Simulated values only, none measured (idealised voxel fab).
process module | voxel self aligned contacts
cross-section cut | 270 nm wide | cells 5 nm
A cross-section is a grid of square cells, given in bands from the top down. A band is one or more rows of cells.
Each band's line starts with the height of the band's top and of its bottom, in nm. Then come its materials from left to right, each with its width in nm. One material with "throughout" fills the band from edge to edge. "air" is empty space.
Height 0 is the level under which the wafer as received is all one material. The lowest band goes on downwards, as in "0 down".
A width such as "30 to 40" changes by the same amount from each row of cells to the next, from the band's top row to its bottom row.
"no change" after a step means that no cell of the cross-section changed.
closed voids: empty space of 8 cells or more with no open way to the top, each as width x height at its distance from the left edge, in nm
after a step's settings: what the simulator itself notes on the step
overlay nm, on a step with a mask: how far to the right of its planned place the mask lay; to the left if negative
plan
1 op RECEIVE | material Si
2 op CONFORMAL_DEP | material SiO2 | thk nm 5
3 op DIRECTIONAL_DEP | material polySi | thk nm 25
4 op DIRECTIONAL_DEP | material SiN | thk nm 25
5 op MASKED_ETCH | tone cover | mask id GATE | width nm 30 | pitch nm 70 | etch materials SiN | depth nm 25 | overlay nm 0
6 op MASKED_ETCH | tone cover | mask id GATE | width nm 30 | pitch nm 70 | etch materials polySi | depth nm 25 | overlay nm 0
7 op CONFORMAL_DEP | material SiN | thk nm 10
8 op DIRECTIONAL_ETCH | etch materials SiN | depth nm 10
9 op FILL_DEP | material SiO2 | thk nm 15
10 op CMP | height nm 65
11 op MASKED_ETCH | tone open | mask id CONTACT | width nm 50 | pitch nm 70 | etch materials SiO2 | depth nm 65 | overlay nm 0
12 op CONFORMAL_DEP | material TiN | thk nm 5
13 op FILL_DEP | material W | thk nm 5
14 op CMP | height nm 65
15 op CONFORMAL_DEP | material SiN | thk nm 5
first wafer, as planned
as received, after step 1
  0 down: Si throughout
  closed voids: none
after step 2
  5 to 0: SiO2 throughout
  below 0: unchanged
after step 3
  30 to 5: polySi throughout
  below 5: unchanged
after step 4
  55 to 30: SiN throughout
  below 30: unchanged
after step 5
  55 to 30: air 50 | SiN 30 | air 40 | SiN 30 | air 40 | SiN 30 | air 50
  below 30: unchanged
after step 6
  55 to 30: air 50 | SiN 30 | air 40 | SiN 30 | air 40 | SiN 30 | air 50
  30 to 5: air 50 | polySi 30 | air 40 | polySi 30 | air 40 | polySi 30 | air 50
  below 5: unchanged
after step 7
  65 to 30: air 40 | SiN 50 | air 20 | SiN 50 | air 20 | SiN 50 | air 40
  30 to 15: air 40 | SiN 10 | polySi 30 | SiN 10 | air 20 | SiN 10 | polySi 30 | SiN 10 | air 20 | SiN 10 | polySi 30 | SiN 10 | air 40
  15 to 5: SiN 50 | polySi 30 | SiN 40 | polySi 30 | SiN 40 | polySi 30 | SiN 50
  below 5: unchanged
after step 8
  55 to 30: air 40 | SiN 50 | air 20 | SiN 50 | air 20 | SiN 50 | air 40
  30 to 5: air 40 | SiN 10 | polySi 30 | SiN 10 | air 20 | SiN 10 | polySi 30 | SiN 10 | air 20 | SiN 10 | polySi 30 | SiN 10 | air 40
  below 5: unchanged
after step 9
  70 to 55: SiO2 throughout
  55 to 30: SiO2 40 | SiN 50 | SiO2 20 | SiN 50 | SiO2 20 | SiN 50 | SiO2 40
  30 to 5: SiO2 40 | SiN 10 | polySi 30 | SiN 10 | SiO2 20 | SiN 10 | polySi 30 | SiN 10 | SiO2 20 | SiN 10 | polySi 30 | SiN 10 | SiO2 40
  below 5: unchanged
after step 10
  65 to 55: SiO2 throughout
  below 55: unchanged
after step 11
  65 to 55: SiO2 75 | air 50 | SiO2 20 | air 50 | SiO2 75
  55 to 30: SiO2 40 | SiN 50 | air 20 | SiN 50 | air 20 | SiN 50 | SiO2 40
  30 to 5: SiO2 40 | SiN 10 | polySi 30 | SiN 10 | air 20 | SiN 10 | polySi 30 | SiN 10 | air 20 | SiN 10 | polySi 30 | SiN 10 | SiO2 40
  5 to 0: SiO2 90 | air 20 | SiO2 50 | air 20 | SiO2 90
  below 0: unchanged
after step 12
  70 to 65: TiN 80 | air 40 | TiN 30 | air 40 | TiN 80
  65 to 55: SiO2 75 | TiN 5 to 20 | air 40 to 10 | TiN 5 to 20 | SiO2 20 | TiN 5 to 20 | air 40 to 10 | TiN 5 to 20 | SiO2 75
  55 to 30: SiO2 40 | SiN 50 | TiN 5 | air 10 | TiN 5 | SiN 50 | TiN 5 | air 10 | TiN 5 | SiN 50 | SiO2 40
  30 to 5: SiO2 40 | SiN 10 | polySi 30 | SiN 10 | TiN 5 | air 10 | TiN 5 | SiN 10 | polySi 30 | SiN 10 | TiN 5 | air 10 | TiN 5 | SiN 10 | polySi 30 | SiN 10 | SiO2 40
  5 to 0: SiO2 90 | TiN 20 | SiO2 50 | TiN 20 | SiO2 90
  below 0: unchanged
after step 13
  75 to 70: W throughout
  70 to 65: TiN 80 | W 40 | TiN 30 | W 40 | TiN 80
  65 to 55: SiO2 75 | TiN 5 to 20 | W 40 to 10 | TiN 5 to 20 | SiO2 20 | TiN 5 to 20 | W 40 to 10 | TiN 5 to 20 | SiO2 75
  55 to 30: SiO2 40 | SiN 50 | TiN 5 | W 10 | TiN 5 | SiN 50 | TiN 5 | W 10 | TiN 5 | SiN 50 | SiO2 40
  30 to 5: SiO2 40 | SiN 10 | polySi 30 | SiN 10 | TiN 5 | W 10 | TiN 5 | SiN 10 | polySi 30 | SiN 10 | TiN 5 | W 10 | TiN 5 | SiN 10 | polySi 30 | SiN 10 | SiO2 40
  below 5: unchanged
after step 14
  65 to 55: SiO2 75 | TiN 5 to 20 | W 40 to 10 | TiN 5 to 20 | SiO2 20 | TiN 5 to 20 | W 40 to 10 | TiN 5 to 20 | SiO2 75
  below 55: unchanged
after step 15
  70 to 65: SiN throughout
  below 65: unchanged
second wafer: like start, like plan, one mistake. Through step 4 it matches the first wafer
when step 5 should have ended
  55 to 30: air 45 | SiN 30 | air 40 | SiN 30 | air 40 | SiN 30 | air 55
  below 30: unchanged
when step 6 should have ended
  55 to 30: air 45 | SiN 30 | air 40 | SiN 30 | air 40 | SiN 30 | air 55
  30 to 5: air 45 | polySi 35 | air 35 | polySi 35 | air 35 | polySi 35 | air 50
  below 5: unchanged
when step 7 should have ended
  65 to 40: air 35 | SiN 50 | air 20 | SiN 50 | air 20 | SiN 50 | air 45
  40 to 30: air 35 | SiN 55 | air 15 | SiN 55 | air 15 | SiN 55 | air 40
  30 to 15: air 35 | SiN 10 | polySi 35 | SiN 10 | air 15 | SiN 10 | polySi 35 | SiN 10 | air 15 | SiN 10 | polySi 35 | SiN 10 | air 40
  15 to 5: SiN 45 | polySi 35 | SiN 35 | polySi 35 | SiN 35 | polySi 35 | SiN 50
  below 5: unchanged
when step 8 should have ended
  55 to 30: air 35 | SiN 50 | air 20 | SiN 50 | air 20 | SiN 50 | air 45
  30 to 5: air 35 | SiN 10 | polySi 35 | SiN 10 | air 15 | SiN 10 | polySi 35 | SiN 10 | air 15 | SiN 10 | polySi 35 | SiN 10 | air 40
  below 5: unchanged
when step 9 should have ended
  70 to 55: SiO2 throughout
  55 to 30: SiO2 35 | SiN 50 | SiO2 20 | SiN 50 | SiO2 20 | SiN 50 | SiO2 45
  30 to 5: SiO2 35 | SiN 10 | polySi 35 | SiN 10 | SiO2 15 | SiN 10 | polySi 35 | SiN 10 | SiO2 15 | SiN 10 | polySi 35 | SiN 10 | SiO2 40
  below 5: unchanged
when step 10 should have ended
  65 to 55: SiO2 throughout
  below 55: unchanged
when step 11 should have ended
  65 to 55: SiO2 75 | air 50 | SiO2 20 | air 50 | SiO2 75
  55 to 30: SiO2 35 | SiN 50 | air 20 | SiN 50 | air 20 | SiN 50 | SiO2 45
  30 to 5: SiO2 35 | SiN 10 | polySi 35 | SiN 10 | air 15 | SiN 10 | polySi 35 | SiN 10 | air 15 | SiN 10 | polySi 35 | SiN 10 | SiO2 40
  5 to 0: SiO2 90 | air 15 | SiO2 55 | air 15 | SiO2 95
  below 0: unchanged
when step 12 should have ended
  70 to 65: TiN 80 | air 40 | TiN 30 | air 40 | TiN 80
  65 to 55: SiO2 75 | TiN 5 to 15 | air 40 to 10 | TiN 5 to 25 | SiO2 20 | TiN 5 to 15 | air 40 to 10 | TiN 5 to 25 | SiO2 75
  55 to 35: SiO2 35 | SiN 50 | TiN 5 | air 10 | TiN 5 | SiN 50 | TiN 5 | air 10 | TiN 5 | SiN 50 | SiO2 45
  35 to 30: SiO2 35 | SiN 50 | TiN 10 | air 5 | TiN 5 | SiN 50 | TiN 10 | air 5 | TiN 5 | SiN 50 | SiO2 45
  30 to 5: SiO2 35 | SiN 10 | polySi 35 | SiN 10 | TiN 5 | air 5 | TiN 5 | SiN 10 | polySi 35 | SiN 10 | TiN 5 | air 5 | TiN 5 | SiN 10 | polySi 35 | SiN 10 | SiO2 40
  5 to 0: SiO2 90 | TiN 15 | SiO2 55 | TiN 15 | SiO2 95
  below 0: unchanged
when step 13 should have ended
  75 to 70: W throughout
  70 to 65: TiN 80 | W 40 | TiN 30 | W 40 | TiN 80
  65 to 55: SiO2 75 | TiN 5 to 15 | W 40 to 10 | TiN 5 to 25 | SiO2 20 | TiN 5 to 15 | W 40 to 10 | TiN 5 to 25 | SiO2 75
  55 to 35: SiO2 35 | SiN 50 | TiN 5 | W 10 | TiN 5 | SiN 50 | TiN 5 | W 10 | TiN 5 | SiN 50 | SiO2 45
  35 to 30: SiO2 35 | SiN 50 | TiN 10 | W 5 | TiN 5 | SiN 50 | TiN 10 | W 5 | TiN 5 | SiN 50 | SiO2 45
  30 to 5: SiO2 35 | SiN 10 | polySi 35 | SiN 10 | TiN 5 | W 5 | TiN 5 | SiN 10 | polySi 35 | SiN 10 | TiN 5 | W 5 | TiN 5 | SiN 10 | polySi 35 | SiN 10 | SiO2 40
  below 5: unchanged
when step 14 should have ended
  65 to 55: SiO2 75 | TiN 5 to 15 | W 40 to 10 | TiN 5 to 25 | SiO2 20 | TiN 5 to 15 | W 40 to 10 | TiN 5 to 25 | SiO2 75
  below 55: unchanged
when step 15 should have ended
  70 to 65: SiN throughout
  below 65: unchanged
what went wrong: step 5 ran as: op MASKED_ETCH | tone cover | mask id GATE | width nm 30 | pitch nm 70 | etch materials SiN | depth nm 25 | overlay nm -5
at the end the second wafer has, in cells: 3 fewer of SiO2 | 12 fewer of W | 15 more of polySi
